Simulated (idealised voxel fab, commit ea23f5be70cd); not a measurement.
Name of the process module below: voxel tone inversion
It is cross-section cut that appears here, measuring 175 nm in width, its square cells being 5 nm in size.
The cross-sections in this document take the form of a grid made of square cells. They are written out as bands, in order from top to bottom. Each band consists of one or more rows of cells.
Look at the band entry: it leads with the top's height and the bottom's height in nm. Then it lists the materials left to right, with a width in nm for each. The word "all across" on a single material says that material fills the band edge to edge. The word "empty" is empty space.
Heads up on the height convention: 0 is the point under which the incoming wafer is all one material, and the lowest band has no bottom, it just keeps going down, like "0 down".
Think of "30->40" as a width that walks from the first number to the second as you go down the band, top row to bottom row, taking equal-sized steps from row to row.
Where the words "no alteration" appear for a step, the cross-section shows no cell changed by that step; every cell remained as before.
You'll see "Enclosed internal cavities" listing empty spaces that have no way open to the top, as long as they're 8 cells or more; the notation is width x height at distance, where the distance is from the left edge, and all of it is in nm.
If you see something after the settings on a step's line, that's the simulator's own remark about that step.
overlay nm: mask right of planned place by this much (step with mask). Neg. = left.
SET OUT BELOW ARE THE PLANNED STEPS OF THE PROCESS
1) RECEIVE, material Si
2) CONFORMAL_DEP, material SiN, thk nm 5
3) DIRECTIONAL_DEP, material aC, thk nm 20
4) PATTERN, tone cover, mask id POSTS, material resist, width nm 25, pitch nm 40, thk nm 25, overlay nm 0
5) DIRECTIONAL_ETCH, etch materials aC, depth nm 20
6) STRIP, etch materials resist
7) FILL_DEP, material SiO2, thk nm 10
8) CMP, height nm 25
9) STRIP, etch materials aC
10) CONFORMAL_DEP, material TiN, thk nm 5
11) FILL_DEP, material Cu, thk nm 5
12) CMP, height nm 25
13) CONFORMAL_DEP, material SiN, thk nm 5
INCOMING WAFER, CROSS-SECTIONAL VIEW, POST STEP 1
> 0 down | Si all across
> Enclosed internal cavities: none
FIRST OF TWO WAFERS: CROSS-SECTION AT END OF MODULE, RUN PER PLAN
> 30 to 25 | SiN all across
> 25 to 10 | SiO2: 15  TiN: 5  Cu: 15  TiN: 5  SiO2: 15  TiN: 5  Cu: 15  TiN: 5  SiO2: 15  TiN: 5  Cu: 15  TiN: 5  SiO2: 15  TiN: 5  Cu: 15  TiN: 5  SiO2: 15
> 10 to 5 | SiO2: 15  TiN: 25  SiO2: 15  TiN: 25  SiO2: 15  TiN: 25  SiO2: 15  TiN: 25  SiO2: 15
> 5 to 0 | SiN all across
> 0 down | Si all across
> Enclosed internal cavities: none
NOW THE SECOND WAFER, CROSS-SECTIONED AT THE END OF THE MODULE. NOTHING DIFFERENT AT THE START, NOTHING DIFFERENT IN THE PLAN COMPARED WITH THE FIRST, JUST ONE MISTAKE WHEN IT WAS ACTUALLY RUN
> 30 to 25 | SiN all across
> 25 to 10 | SiO2: 20  TiN: 5  Cu: 5  TiN: 5  SiO2: 25  TiN: 5  Cu: 5  TiN: 5  SiO2: 25  TiN: 5  Cu: 5  TiN: 5  SiO2: 25  TiN: 5  Cu: 5  TiN: 5  SiO2: 20
> 10 to 5 | SiO2: 20  TiN: 15  SiO2: 25  TiN: 15  SiO2: 25  TiN: 15  SiO2: 25  TiN: 15  SiO2: 20
> 5 to 0 | SiN all across
> 0 down | Si all across
> Enclosed internal cavities: none
Which mistake was made when the wafer was run? step 4 deviated from plan and actually ran as PATTERN, tone cover, mask id POSTS, material resist, width nm 15, pitch nm 40, thk nm 25, overlay nm 0
Final difference in cells, second wafer against first, listed per material as more or fewer: Cu: 24 fewer | SiO2: 32 more | TiN: 8 fewer
